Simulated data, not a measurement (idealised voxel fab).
This is a process module. Its name is voxel ribs on slabs.
145 nm wide, 5 nm square cells: that's cross-section cut.
Throughout this document, each cross-section is represented as a grid of square cells and is presented as a sequence of bands enumerated from the top downward, where a band comprises one or more rows of cells. Basically the band line says how high the top is and how high the bottom is, in nm, and then what's in it from left to right, every material with its width in nm. Empty space shows up as "air", and if a single material carries "throughout" it runs the full band edge to edge. A quick word on heights: they are counted from 0, and under that level the wafer as it came to us is one material throughout. The lowest band is different from the rest in having no bottom; it simply continues downward, written as in "0 nm and below". The width entry "30 to 40" should be interpreted row by row: the top row of cells in the band takes the first number, the bottom row takes the second number, and the change between adjacent rows is uniform throughout. Key: "remained unchanged" - step with no changed cell in the cross-section. "Fully closed voids" contains a list of empty spaces, each no smaller than 8 cells and without an open way to the top, written in the form width x height at distance with the distance from the left edge and all three in nm. It should be noted that, on the line of a given step, the content following the step's settings is a remark produced by the simulator itself with respect to that step. When a step includes a mask, the "overlay nm" setting on its line states how far to the right of its planned place that mask lay, and negative values state how far to the left.
THIS SECTION LISTS THE PROCESS STEPS THAT WERE PLANNED
- 1: RECEIVE: material Si
- 2: DIRECTIONAL_DEP: material SiO2, thk nm 25
- 3: DIRECTIONAL_DEP: material polySi, thk nm 15
- 4: DIRECTIONAL_DEP: material aC, thk nm 10
- 5: PATTERN: tone cover, mask id RIB, material resist, width nm 15, thk nm 30, overlay nm 0
- 6: DIRECTIONAL_ETCH: etch materials aC, depth nm 10
- 7: STRIP: etch materials resist
- 8: DIRECTIONAL_ETCH: etch materials polySi, depth nm 10
- 9: STRIP: etch materials aC
- 10: MASKED_ETCH: tone cover, mask id SLAB, width nm 55, etch materials polySi, depth nm 5, overlay nm 0
- 11: FILL_DEP: material SiO2, thk nm 25
- 12: CMP: height nm 55
- 13: DIRECTIONAL_DEP: material TiN, thk nm 10
- 14: PATTERN: tone cover, mask id HEATER, material resist, width nm 25, thk nm 20, overlay nm 0
- 15: DIRECTIONAL_ETCH: etch materials TiN, depth nm 10
- 16: STRIP: etch materials resist
- 17: CONFORMAL_DEP: material SiO2, thk nm 5
HERE'S WHAT THE WAFER LOOKED LIKE IN CROSS-SECTION WHEN IT ARRIVED - THAT'S AFTER STEP 1
    0 nm and below | Si throughout
    Fully closed voids: none
WAFER CROSS-SECTION AT END OF MODULE: START AND PLAN AS SHOWN ABOVE, ONE EXECUTION ERROR
    70 nm to 65 nm | air (55) / SiO2 (35) / air (55)
    65 nm to 60 nm | air (55) / SiO2 (5) / TiN (25) / SiO2 (5) / air (55)
    60 nm to 55 nm | SiO2 (60) / TiN (25) / SiO2 (60)
    55 nm to 35 nm | SiO2 throughout
    35 nm to 25 nm | SiO2 (65) / polySi (15) / SiO2 (65)
    25 nm to 20 nm | SiO2 (45) / polySi (55) / SiO2 (45)
    20 nm to 0 nm | SiO2 throughout
    0 nm and below | Si throughout
    Fully closed voids: none
Heads up, the wafer didn't run the way we planned it: so step 2 ended up running with a different setting than we planned, it ran as DIRECTIONAL_DEP: material SiO2, thk nm 20
